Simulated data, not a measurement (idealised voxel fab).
Title: Process Module voxel self aligned vias
It is cross-section cut that appears here, measuring 255 nm in width, its square cells being 5 nm in size.
Notation: cross-section as square-cell grid; stated in bands, top first, going down; one or more cell rows per band. What a band's entry tells you: where the top is and where the bottom is, as heights in nm, and after that what lies inside, material by material from left to right, each with its width in nm. Empty space is written as the word "empty", and a single material marked with the word "throughout" occupies the band from edge to edge. Height datum 0, below which the as-received substrate wafer is one material. Lowest band open at the bottom, running downward: "0 down". It should be noted that a width expressed as "30..40" varies in equal increments from row to row of cells within the band, taking the value of the first number at the top row and that of the second number at the bottom row. Where a step carries "changes: none", the cross-section came out of it unchanged, cell for cell. In the "Enclosed voids" entry, you get each enclosed empty space of 8 cells or more, one with no open way to the top, written width x height at distance, distance from the left edge, in nm. That trailing text on a step's line, after the settings, is the simulator's own remark on the step. The optional step-line setting "overlay nm" applies to steps with a mask and quantifies how far to the right of its planned location the mask lay, a negative value indicating leftward placement.
-- So here's the lineup of process steps we planned
1) RECEIVE, material Si
2) CONFORMAL_DEP, material SiO2, thk nm 10
3) CONFORMAL_DEP, material SiCN, thk nm 5
4) DIRECTIONAL_DEP, material lowk, thk nm 25
5) PATTERN, tone open, mask id LINES, material resist, width nm 25, pitch nm 55, thk nm 20, overlay nm 0
6) DIRECTIONAL_ETCH, etch materials lowk, depth nm 25
7) STRIP, etch materials resist
8) CONFORMAL_DEP, material TiN, thk nm 5
9) FILL_DEP, material Ru, thk nm 10
10) CMP, height nm 40
11) SELECTIVE_ETCH, etch materials W Ru TiN, depth nm 5
12) FILL_DEP, material SiN, thk nm 10
13) CMP, height nm 40
14) DIRECTIONAL_DEP, material lowk, thk nm 15
15) DIRECTIONAL_DEP, material aC, thk nm 15
16) PATTERN, tone open, mask id VIAS, material resist, width nm 35, pitch nm 55, thk nm 30, overlay nm 0
17) DIRECTIONAL_ETCH, etch materials aC, depth nm 15
18) STRIP, etch materials resist
19) DIRECTIONAL_ETCH, etch materials lowk, depth nm 15
20) DIRECTIONAL_ETCH, etch materials SiN, depth nm 5
21) STRIP, etch materials aC
22) CONFORMAL_DEP, material TiN, thk nm 5
23) FILL_DEP, material Cu, thk nm 10
24) CMP, height nm 55
25) CONFORMAL_DEP, material SiCN, thk nm 5
-- First of the two wafers, run per plan
-- As-received state of the wafer in cross-section, equivalent to post-step 1
> 0 down: Si throughout
> Enclosed voids: none
-- Wafer section view after processing step 2
> 10 to 0: SiO2 throughout
> Nothing below the height 0 has changed.
-- Wafer section view after processing step 3
> 15 to 10: SiCN throughout
> Nothing below the height 10 has changed.
-- Wafer section view after processing step 4
> 40 to 15: lowk throughout
> Nothing below the height 15 has changed.
-- Wafer section view after processing step 5
> 60 to 40: 85 of resist, then 25 of empty, then 30 of resist, then 25 of empty, then 90 of resist
> Nothing below the height 40 has changed.
-- Wafer section view after processing step 6
> 60 to 40: 85 of resist, then 25 of empty, then 30 of resist, then 25 of empty, then 90 of resist
> 40 to 15: 85 of lowk, then 25 of empty, then 30 of lowk, then 25 of empty, then 90 of lowk
> Nothing below the height 15 has changed.
-- Wafer section view after processing step 7
> 40 to 15: 85 of lowk, then 25 of empty, then 30 of lowk, then 25 of empty, then 90 of lowk
> Nothing below the height 15 has changed.
-- Wafer section view after processing step 8
> 45 to 40: 90 of TiN, then 15 of empty, then 40 of TiN, then 15 of empty, then 95 of TiN
> 40 to 20: 85 of lowk, then 5 of TiN, then 15 of empty, then 5 of TiN, then 30 of lowk, then 5 of TiN, then 15 of empty, then 5 of TiN, then 90 of lowk
> 20 to 15: 85 of lowk, then 25 of TiN, then 30 of lowk, then 25 of TiN, then 90 of lowk
> Nothing below the height 15 has changed.
-- Wafer section view after processing step 9
> 55 to 45: Ru throughout
> 45 to 40: 90 of TiN, then 15 of Ru, then 40 of TiN, then 15 of Ru, then 95 of TiN
> 40 to 20: 85 of lowk, then 5 of TiN, then 15 of Ru, then 5 of TiN, then 30 of lowk, then 5 of TiN, then 15 of Ru, then 5 of TiN, then 90 of lowk
> Nothing below the height 20 has changed.
-- Wafer section view after processing step 10
> 40 to 20: 85 of lowk, then 5 of TiN, then 15 of Ru, then 5 of TiN, then 30 of lowk, then 5 of TiN, then 15 of Ru, then 5 of TiN, then 90 of lowk
> Nothing below the height 20 has changed.
-- Wafer section view after processing step 11
> 40 to 35: 85 of lowk, then 25 of empty, then 30 of lowk, then 25 of empty, then 90 of lowk
> Nothing below the height 35 has changed.
-- Wafer section view after processing step 12
> 50 to 40: SiN throughout
> 40 to 35: 85 of lowk, then 25 of SiN, then 30 of lowk, then 25 of SiN, then 90 of lowk
> Nothing below the height 35 has changed.
-- Wafer section view after processing step 13
> 40 to 35: 85 of lowk, then 25 of SiN, then 30 of lowk, then 25 of SiN, then 90 of lowk
> Nothing below the height 35 has changed.
-- Wafer section view after processing step 14
> 55 to 40: lowk throughout
> Nothing below the height 40 has changed.
-- Wafer section view after processing step 15
> 70 to 55: aC throughout
> Nothing below the height 55 has changed.
-- Wafer section view after processing step 16
> 100 to 70: 80 of resist, then 35 of empty, then 20 of resist, then 35 of empty, then 85 of resist
> Nothing below the height 70 has changed.
-- Wafer section view after processing step 17
> 85 to 70: 80 of resist, then 35 of empty, then 20 of resist, then 35 of empty, then 85 of resist
> 70 to 55: 80 of aC, then 35 of empty, then 20 of aC, then 35 of empty, then 85 of aC
> Nothing below the height 55 has changed.
-- Wafer section view after processing step 18
> 70 to 55: 80 of aC, then 35 of empty, then 20 of aC, then 35 of empty, then 85 of aC
> Nothing below the height 55 has changed.
-- Wafer section view after processing step 19
> 70 to 55: 80 of aC, then 35 of empty, then 20 of aC, then 35 of empty, then 85 of aC
> 55 to 40: 80 of lowk, then 35 of empty, then 20 of lowk, then 35 of empty, then 85 of lowk
> Nothing below the height 40 has changed.
-- Wafer section view after processing step 20
> 70 to 55: 80 of aC, then 35 of empty, then 20 of aC, then 35 of empty, then 85 of aC
> 55 to 40: 80 of lowk, then 35 of empty, then 20 of lowk, then 35 of empty, then 85 of lowk
> 40 to 35: 85 of lowk, then 25 of empty, then 30 of lowk, then 25 of empty, then 90 of lowk
> Nothing below the height 35 has changed.
-- Wafer section view after processing step 21
> 55 to 40: 80 of lowk, then 35 of empty, then 20 of lowk, then 35 of empty, then 85 of lowk
> Nothing below the height 40 has changed.
-- Wafer section view after processing step 22
> 60 to 55: 85 of TiN, then 25 of empty, then 30 of TiN, then 25 of empty, then 90 of TiN
> 55 to 45: 80 of lowk, then 5 of TiN, then 25 of empty, then 5 of TiN, then 20 of lowk, then 5 of TiN, then 25 of empty, then 5 of TiN, then 85 of lowk
> 45 to 40: 80 of lowk, then 10 of TiN, then 15 of empty, then 10 of TiN, then 20 of lowk, then 10 of TiN, then 15 of empty, then 10 of TiN, then 85 of lowk
> 40 to 35: 85 of lowk, then 25 of TiN, then 30 of lowk, then 25 of TiN, then 90 of lowk
> Nothing below the height 35 has changed.
-- Wafer section view after processing step 23
> 70 to 60: Cu throughout
> 60 to 55: 85 of TiN, then 25 of Cu, then 30 of TiN, then 25 of Cu, then 90 of TiN
> 55 to 45: 80 of lowk, then 5 of TiN, then 25 of Cu, then 5 of TiN, then 20 of lowk, then 5 of TiN, then 25 of Cu, then 5 of TiN, then 85 of lowk
> 45 to 40: 80 of lowk, then 10 of TiN, then 15 of Cu, then 10 of TiN, then 20 of lowk, then 10 of TiN, then 15 of Cu, then 10 of TiN, then 85 of lowk
> Nothing below the height 40 has changed.
-- Wafer section view after processing step 24
> 55 to 45: 80 of lowk, then 5 of TiN, then 25 of Cu, then 5 of TiN, then 20 of lowk, then 5 of TiN, then 25 of Cu, then 5 of TiN, then 85 of lowk
> Nothing below the height 45 has changed.
-- Wafer section view after processing step 25
> 60 to 55: SiCN throughout
> Nothing below the height 55 has changed.
-- The second wafer was prepared from the same starting point and under the same plan as the first; its processing contained one mistake, and it remains indistinguishable from the first wafer up to and including step 1
-- Second wafer cross-section, taken as of the time the plan sets for step 2 to be done
> 10 to 0: SiN throughout
> Nothing below the height 0 has changed.
-- Second wafer cross-section, taken as of the time the plan sets for step 3 to be done
> 15 to 10: SiCN throughout
> Nothing below the height 10 has changed.
-- Second wafer cross-section, taken as of the time the plan sets for step 4 to be done
> 40 to 15: lowk throughout
> Nothing below the height 15 has changed.
-- Second wafer cross-section, taken as of the time the plan sets for step 5 to be done
> 60 to 40: 85 of resist, then 25 of empty, then 30 of resist, then 25 of empty, then 90 of resist
> Nothing below the height 40 has changed.
-- Second wafer cross-section, taken as of the time the plan sets for step 6 to be done
> 60 to 40: 85 of resist, then 25 of empty, then 30 of resist, then 25 of empty, then 90 of resist
> 40 to 15: 85 of lowk, then 25 of empty, then 30 of lowk, then 25 of empty, then 90 of lowk
> Nothing below the height 15 has changed.
-- Second wafer cross-section, taken as of the time the plan sets for step 7 to be done
> 40 to 15: 85 of lowk, then 25 of empty, then 30 of lowk, then 25 of empty, then 90 of lowk
> Nothing below the height 15 has changed.
-- Second wafer cross-section, taken as of the time the plan sets for step 8 to be done
> 45 to 40: 90 of TiN, then 15 of empty, then 40 of TiN, then 15 of empty, then 95 of TiN
> 40 to 20: 85 of lowk, then 5 of TiN, then 15 of empty, then 5 of TiN, then 30 of lowk, then 5 of TiN, then 15 of empty, then 5 of TiN, then 90 of lowk
> 20 to 15: 85 of lowk, then 25 of TiN, then 30 of lowk, then 25 of TiN, then 90 of lowk
> Nothing below the height 15 has changed.
-- Second wafer cross-section, taken as of the time the plan sets for step 9 to be done
> 55 to 45: Ru throughout
> 45 to 40: 90 of TiN, then 15 of Ru, then 40 of TiN, then 15 of Ru, then 95 of TiN
> 40 to 20: 85 of lowk, then 5 of TiN, then 15 of Ru, then 5 of TiN, then 30 of lowk, then 5 of TiN, then 15 of Ru, then 5 of TiN, then 90 of lowk
> Nothing below the height 20 has changed.
-- Second wafer cross-section, taken as of the time the plan sets for step 10 to be done
> 40 to 20: 85 of lowk, then 5 of TiN, then 15 of Ru, then 5 of TiN, then 30 of lowk, then 5 of TiN, then 15 of Ru, then 5 of TiN, then 90 of lowk
> Nothing below the height 20 has changed.
-- Second wafer cross-section, taken as of the time the plan sets for step 11 to be done
> 40 to 35: 85 of lowk, then 25 of empty, then 30 of lowk, then 25 of empty, then 90 of lowk
> Nothing below the height 35 has changed.
-- Second wafer cross-section, taken as of the time the plan sets for step 12 to be done
> 50 to 40: SiN throughout
> 40 to 35: 85 of lowk, then 25 of SiN, then 30 of lowk, then 25 of SiN, then 90 of lowk
> Nothing below the height 35 has changed.
-- Second wafer cross-section, taken as of the time the plan sets for step 13 to be done
> 40 to 35: 85 of lowk, then 25 of SiN, then 30 of lowk, then 25 of SiN, then 90 of lowk
> Nothing below the height 35 has changed.
-- Second wafer cross-section, taken as of the time the plan sets for step 14 to be done
> 55 to 40: lowk throughout
> Nothing below the height 40 has changed.
-- Second wafer cross-section, taken as of the time the plan sets for step 15 to be done
> 70 to 55: aC throughout
> Nothing below the height 55 has changed.
-- Second wafer cross-section, taken as of the time the plan sets for step 16 to be done
> 100 to 70: 80 of resist, then 35 of empty, then 20 of resist, then 35 of empty, then 85 of resist
> Nothing below the height 70 has changed.
-- Second wafer cross-section, taken as of the time the plan sets for step 17 to be done
> 85 to 70: 80 of resist, then 35 of empty, then 20 of resist, then 35 of empty, then 85 of resist
> 70 to 55: 80 of aC, then 35 of empty, then 20 of aC, then 35 of empty, then 85 of aC
> Nothing below the height 55 has changed.
-- Second wafer cross-section, taken as of the time the plan sets for step 18 to be done
> 70 to 55: 80 of aC, then 35 of empty, then 20 of aC, then 35 of empty, then 85 of aC
> Nothing below the height 55 has changed.
-- Second wafer cross-section, taken as of the time the plan sets for step 19 to be done
> 70 to 55: 80 of aC, then 35 of empty, then 20 of aC, then 35 of empty, then 85 of aC
> 55 to 40: 80 of lowk, then 35 of empty, then 20 of lowk, then 35 of empty, then 85 of lowk
> Nothing below the height 40 has changed.
-- Second wafer cross-section, taken as of the time the plan sets for step 20 to be done
> 70 to 55: 80 of aC, then 35 of empty, then 20 of aC, then 35 of empty, then 85 of aC
> 55 to 40: 80 of lowk, then 35 of empty, then 20 of lowk, then 35 of empty, then 85 of lowk
> 40 to 35: 85 of lowk, then 25 of empty, then 30 of lowk, then 25 of empty, then 90 of lowk
> Nothing below the height 35 has changed.
-- Second wafer cross-section, taken as of the time the plan sets for step 21 to be done
> 55 to 40: 80 of lowk, then 35 of empty, then 20 of lowk, then 35 of empty, then 85 of lowk
> Nothing below the height 40 has changed.
-- Second wafer cross-section, taken as of the time the plan sets for step 22 to be done
> 60 to 55: 85 of TiN, then 25 of empty, then 30 of TiN, then 25 of empty, then 90 of TiN
> 55 to 45: 80 of lowk, then 5 of TiN, then 25 of empty, then 5 of TiN, then 20 of lowk, then 5 of TiN, then 25 of empty, then 5 of TiN, then 85 of lowk
> 45 to 40: 80 of lowk, then 10 of TiN, then 15 of empty, then 10 of TiN, then 20 of lowk, then 10 of TiN, then 15 of empty, then 10 of TiN, then 85 of lowk
> 40 to 35: 85 of lowk, then 25 of TiN, then 30 of lowk, then 25 of TiN, then 90 of lowk
> Nothing below the height 35 has changed.
-- Second wafer cross-section, taken as of the time the plan sets for step 23 to be done
> 70 to 60: Cu throughout
> 60 to 55: 85 of TiN, then 25 of Cu, then 30 of TiN, then 25 of Cu, then 90 of TiN
> 55 to 45: 80 of lowk, then 5 of TiN, then 25 of Cu, then 5 of TiN, then 20 of lowk, then 5 of TiN, then 25 of Cu, then 5 of TiN, then 85 of lowk
> 45 to 40: 80 of lowk, then 10 of TiN, then 15 of Cu, then 10 of TiN, then 20 of lowk, then 10 of TiN, then 15 of Cu, then 10 of TiN, then 85 of lowk
> Nothing below the height 40 has changed.
-- Second wafer cross-section, taken as of the time the plan sets for step 24 to be done
> 55 to 45: 80 of lowk, then 5 of TiN, then 25 of Cu, then 5 of TiN, then 20 of lowk, then 5 of TiN, then 25 of Cu, then 5 of TiN, then 85 of lowk
> Nothing below the height 45 has changed.
-- Second wafer cross-section, taken as of the time the plan sets for step 25 to be done
> 60 to 55: SiCN throughout
> Nothing below the height 55 has changed.
Finding, execution versus plan: step 2 off recipe, ran as CONFORMAL_DEP, material SiN, thk nm 10
Final cells, second wafer relative to first, materials higher or lower: +102 SiN, -102 SiO2
